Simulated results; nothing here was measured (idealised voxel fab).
A process module follows: voxel quadruple lines.
Section cut is 240 nm wide and gridded with 5 nm square cells.
Heads up, the way a cross-section reads in here is a grid of square cells, handed over as bands from the top down, with every band being one or more rows of cells. A band entry consists of two parts. The first gives the height of the band's top and the height of its bottom, in nm. The rest lists the band's materials from left to right, each with its width in nm. A single material labelled with the word "throughout" fills the band from edge to edge, and the word "air" marks empty space. It should be noted that heights are counted from 0, beneath which the wafer as supplied is of one material throughout, and that the lowest band possesses no lower boundary but continues downward, as written in "0 nm and below". The expression "30 to 40" gives the width at the extremes of the band, the first number at its top row of cells and the second at its bottom row, with the width changing by equal amounts from each row to the next in between. "no change occurred" means the step left every cell of the cross-section as it was. The list in "Cavities, sealed" covers empty spaces of 8 cells or more that cannot reach the top through any open way, and it gives each as width x height at distance; the distance is from the left edge, and width, height and distance are in nm. Where a step's line continues beyond its settings, the continuation is a remark by the simulator itself on that step. overlay nm: for a step with a mask, the amount by which the mask lay right of where it was planned; a negative amount means left of it.
Here's what the planned process steps look like:
- 1: RECEIVE,material Si
- 2: CONFORMAL_DEP,material SiO2,thk nm 5
- 3: DIRECTIONAL_DEP,material W,thk nm 10
- 4: DIRECTIONAL_DEP,material polySi,thk nm 15
- 5: DIRECTIONAL_DEP,material aC,thk nm 20
- 6: PATTERN,tone cover,mask id MANDREL,material resist,width nm 25,pitch nm 80,thk nm 30,overlay nm 0
- 7: DIRECTIONAL_ETCH,etch materials aC,depth nm 20
- 8: STRIP,etch materials resist
- 9: CONFORMAL_DEP,material SiO2,thk nm 15
- 10: DIRECTIONAL_ETCH,etch materials SiO2,depth nm 15
- 11: STRIP,etch materials aC
- 12: DIRECTIONAL_ETCH,etch materials polySi,depth nm 15
- 13: STRIP,etch materials SiO2
- 14: CONFORMAL_DEP,material SiN,thk nm 5
- 15: DIRECTIONAL_ETCH,etch materials SiN,depth nm 5
- 16: STRIP,etch materials polySi
- 17: DIRECTIONAL_ETCH,etch materials W,depth nm 10
- 18: STRIP,etch materials SiN
Account of the first of two wafers, which was processed as intended:
Wafer cross-section on receipt, i.e. after step 1:
- 0 nm and below  Si throughout
- Cavities, sealed: none
After step 2, in cross-section:
- 5 nm to 0 nm  SiO2 throughout
- Below 0, no change.
After step 3, in cross-section:
- 15 nm to 5 nm  W throughout
- Below 5, no change.
After step 4, in cross-section:
- 30 nm to 15 nm  polySi throughout
- Below 15, no change.
After step 5, in cross-section:
- 50 nm to 30 nm  aC throughout
- Below 30, no change.
After step 6, in cross-section:
- 80 nm to 50 nm  65 air  25 resist  55 air  25 resist  70 air
- Below 50, no change.
After step 7, in cross-section:
- 60 nm to 50 nm  65 air  25 resist  55 air  25 resist  70 air
- 50 nm to 30 nm  65 air  25 aC  55 air  25 aC  70 air
- Below 30, no change.
After step 8, in cross-section:
- 50 nm to 30 nm  65 air  25 aC  55 air  25 aC  70 air
- Below 30, no change.
After step 9, in cross-section:
- 65 nm to 50 nm  50 air  55 SiO2  25 air  55 SiO2  55 air
- 50 nm to 45 nm  50 air  15 SiO2  25 aC  15 SiO2  25 air  15 SiO2  25 aC  15 SiO2  55 air
- 45 nm to 30 nm  65 SiO2  25 aC  55 SiO2  25 aC  70 SiO2
- Below 30, no change.
After step 10, in cross-section:
- 50 nm to 30 nm  50 air  15 SiO2  25 aC  15 SiO2  25 air  15 SiO2  25 aC  15 SiO2  55 air
- Below 30, no change.
After step 11, in cross-section:
- 50 nm to 30 nm  50 air  15 SiO2  25 air  15 SiO2  25 air  15 SiO2  25 air  15 SiO2  55 air
- Below 30, no change.
After step 12, in cross-section:
- 50 nm to 30 nm  50 air  15 SiO2  25 air  15 SiO2  25 air  15 SiO2  25 air  15 SiO2  55 air
- 30 nm to 15 nm  50 air  15 polySi  25 air  15 polySi  25 air  15 polySi  25 air  15 polySi  55 air
- Below 15, no change.
After step 13, in cross-section:
- 30 nm to 15 nm  50 air  15 polySi  25 air  15 polySi  25 air  15 polySi  25 air  15 polySi  55 air
- Below 15, no change.
After step 14, in cross-section:
- 35 nm to 30 nm  45 air  25 SiN  15 air  25 SiN  15 air  25 SiN  15 air  25 SiN  50 air
- 30 nm to 20 nm  45 air  5 SiN  15 polySi  5 SiN  15 air  5 SiN  15 polySi  5 SiN  15 air  5 SiN  15 polySi  5 SiN  15 air  5 SiN  15 polySi  5 SiN  50 air
- 20 nm to 15 nm  50 SiN  15 polySi  25 SiN  15 polySi  25 SiN  15 polySi  25 SiN  15 polySi  55 SiN
- Below 15, no change.
After step 15, in cross-section:
- 30 nm to 15 nm  45 air  5 SiN  15 polySi  5 SiN  15 air  5 SiN  15 polySi  5 SiN  15 air  5 SiN  15 polySi  5 SiN  15 air  5 SiN  15 polySi  5 SiN  50 air
- Below 15, no change.
After step 16, in cross-section:
- 30 nm to 15 nm  45 air  5 SiN  15 air  5 SiN  15 air  5 SiN  15 air  5 SiN  15 air  5 SiN  15 air  5 SiN  15 air  5 SiN  15 air  5 SiN  50 air
- Below 15, no change.
After step 17, in cross-section:
- 30 nm to 15 nm  45 air  5 SiN  15 air  5 SiN  15 air  5 SiN  15 air  5 SiN  15 air  5 SiN  15 air  5 SiN  15 air  5 SiN  15 air  5 SiN  50 air
- 15 nm to 5 nm  45 air  5 W  15 air  5 W  15 air  5 W  15 air  5 W  15 air  5 W  15 air  5 W  15 air  5 W  15 air  5 W  50 air
- Below 5, no change.
After step 18, in cross-section:
- 15 nm to 5 nm  45 air  5 W  15 air  5 W  15 air  5 W  15 air  5 W  15 air  5 W  15 air  5 W  15 air  5 W  15 air  5 W  50 air
- Below 5, no change.
Here the second wafer is described. Its start and its plan were those of the first wafer. Its run contained one mistake. Up to and including step 5, it did exactly what the first wafer did:
Second wafer: cross-section at the scheduled end of step 6:
- 80 nm to 50 nm  70 air  15 resist  65 air  15 resist  75 air
- Below 50, no change.
Second wafer: cross-section at the scheduled end of step 7:
- 60 nm to 50 nm  70 air  15 resist  65 air  15 resist  75 air
- 50 nm to 30 nm  70 air  15 aC  65 air  15 aC  75 air
- Below 30, no change.
Second wafer: cross-section at the scheduled end of step 8:
- 50 nm to 30 nm  70 air  15 aC  65 air  15 aC  75 air
- Below 30, no change.
Second wafer: cross-section at the scheduled end of step 9:
- 65 nm to 50 nm  55 air  45 SiO2  35 air  45 SiO2  60 air
- 50 nm to 45 nm  55 air  15 SiO2  15 aC  15 SiO2  35 air  15 SiO2  15 aC  15 SiO2  60 air
- 45 nm to 30 nm  70 SiO2  15 aC  65 SiO2  15 aC  75 SiO2
- Below 30, no change.
Second wafer: cross-section at the scheduled end of step 10:
- 50 nm to 30 nm  55 air  15 SiO2  15 aC  15 SiO2  35 air  15 SiO2  15 aC  15 SiO2  60 air
- Below 30, no change.
Second wafer: cross-section at the scheduled end of step 11:
- 50 nm to 30 nm  55 air  15 SiO2  15 air  15 SiO2  35 air  15 SiO2  15 air  15 SiO2  60 air
- Below 30, no change.
Second wafer: cross-section at the scheduled end of step 12:
- 50 nm to 30 nm  55 air  15 SiO2  15 air  15 SiO2  35 air  15 SiO2  15 air  15 SiO2  60 air
- 30 nm to 15 nm  55 air  15 polySi  15 air  15 polySi  35 air  15 polySi  15 air  15 polySi  60 air
- Below 15, no change.
Second wafer: cross-section at the scheduled end of step 13:
- 30 nm to 15 nm  55 air  15 polySi  15 air  15 polySi  35 air  15 polySi  15 air  15 polySi  60 air
- Below 15, no change.
Second wafer: cross-section at the scheduled end of step 14:
- 35 nm to 30 nm  50 air  25 SiN  5 air  25 SiN  25 air  25 SiN  5 air  25 SiN  55 air
- 30 nm to 20 nm  50 air  5 SiN  15 polySi  5 SiN  5 air  5 SiN  15 polySi  5 SiN  25 air  5 SiN  15 polySi  5 SiN  5 air  5 SiN  15 polySi  5 SiN  55 air
- 20 nm to 15 nm  55 SiN  15 polySi  15 SiN  15 polySi  35 SiN  15 polySi  15 SiN  15 polySi  60 SiN
- Below 15, no change.
Second wafer: cross-section at the scheduled end of step 15:
- 30 nm to 15 nm  50 air  5 SiN  15 polySi  5 SiN  5 air  5 SiN  15 polySi  5 SiN  25 air  5 SiN  15 polySi  5 SiN  5 air  5 SiN  15 polySi  5 SiN  55 air
- Below 15, no change.
Second wafer: cross-section at the scheduled end of step 16:
- 30 nm to 15 nm  50 air  5 SiN  15 air  5 SiN  5 air  5 SiN  15 air  5 SiN  25 air  5 SiN  15 air  5 SiN  5 air  5 SiN  15 air  5 SiN  55 air
- Below 15, no change.
Second wafer: cross-section at the scheduled end of step 17:
- 30 nm to 15 nm  50 air  5 SiN  15 air  5 SiN  5 air  5 SiN  15 air  5 SiN  25 air  5 SiN  15 air  5 SiN  5 air  5 SiN  15 air  5 SiN  55 air
- 15 nm to 5 nm  50 air  5 W  15 air  5 W  5 air  5 W  15 air  5 W  25 air  5 W  15 air  5 W  5 air  5 W  15 air  5 W  55 air
- Below 5, no change.
Second wafer: cross-section at the scheduled end of step 18:
- 15 nm to 5 nm  50 air  5 W  15 air  5 W  5 air  5 W  15 air  5 W  25 air  5 W  15 air  5 W  5 air  5 W  15 air  5 W  55 air
- Below 5, no change.
Misprocessing identified: for step 6, the planned setting was not used; the step was instead run as PATTERN,tone cover,mask id MANDREL,material resist,width nm 15,pitch nm 80,thk nm 30,overlay nm 0
Same inventory, different map: at the end, the second wafer holds as many cells of each material as the first, placed elsewhere.
